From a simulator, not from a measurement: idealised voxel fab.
process module | voxel released beams
cross-section cut | 280 nm wide | cells 5 nm
A cross-section is a grid of square cells, given in bands from the top down. A band is one or more rows of cells.
Each band's line starts with the height of the band's top and of its bottom, in nm. Then come its materials from left to right, each with its width in nm. One material with "throughout" fills the band from edge to edge. "air" is empty space.
Height 0 is the level under which the wafer as received is all one material. The lowest band goes on downwards, as in "0 down".
A width such as "30 to 40" changes by the same amount from each row of cells to the next, from the band's top row to its bottom row.
"no change" after a step means that no cell of the cross-section changed.
closed voids: empty space of 8 cells or more with no open way to the top, each as width x height at its distance from the left edge, in nm
after a step's settings: what the simulator itself notes on the step
overlay nm, on a step with a mask: how far to the right of its planned place the mask lay; to the left if negative
plan
1 op RECEIVE | material Si
2 op CONFORMAL_DEP | material SiN | thk nm 10
3 op DIRECTIONAL_DEP | material SiO2 | thk nm 15
4 op DIRECTIONAL_DEP | material aC | thk nm 10
5 op PATTERN | tone open | mask id ANCHOR | material resist | width nm 35 | thk nm 30 | overlay nm 0
6 op DIRECTIONAL_ETCH | etch materials aC | depth nm 10
7 op STRIP | etch materials resist
8 op DIRECTIONAL_ETCH | etch materials SiO2 | depth nm 15
9 op STRIP | etch materials aC
10 op CONFORMAL_DEP | material W | thk nm 10
11 op MASKED_ETCH | tone cover | mask id BEAM | width nm 120 | etch materials W | depth nm 10 | overlay nm 0
12 op STRIP | etch materials SiO2
as received, after step 1
  0 down: Si throughout
  closed voids: none
a wafer at the end: this start, this plan, one mistake
  10 to 0: air 75 | W 120 | air 85
  0 down: Si throughout
  closed voids: none
what went wrong: step 9 ran as: op STRIP | etch materials SiN
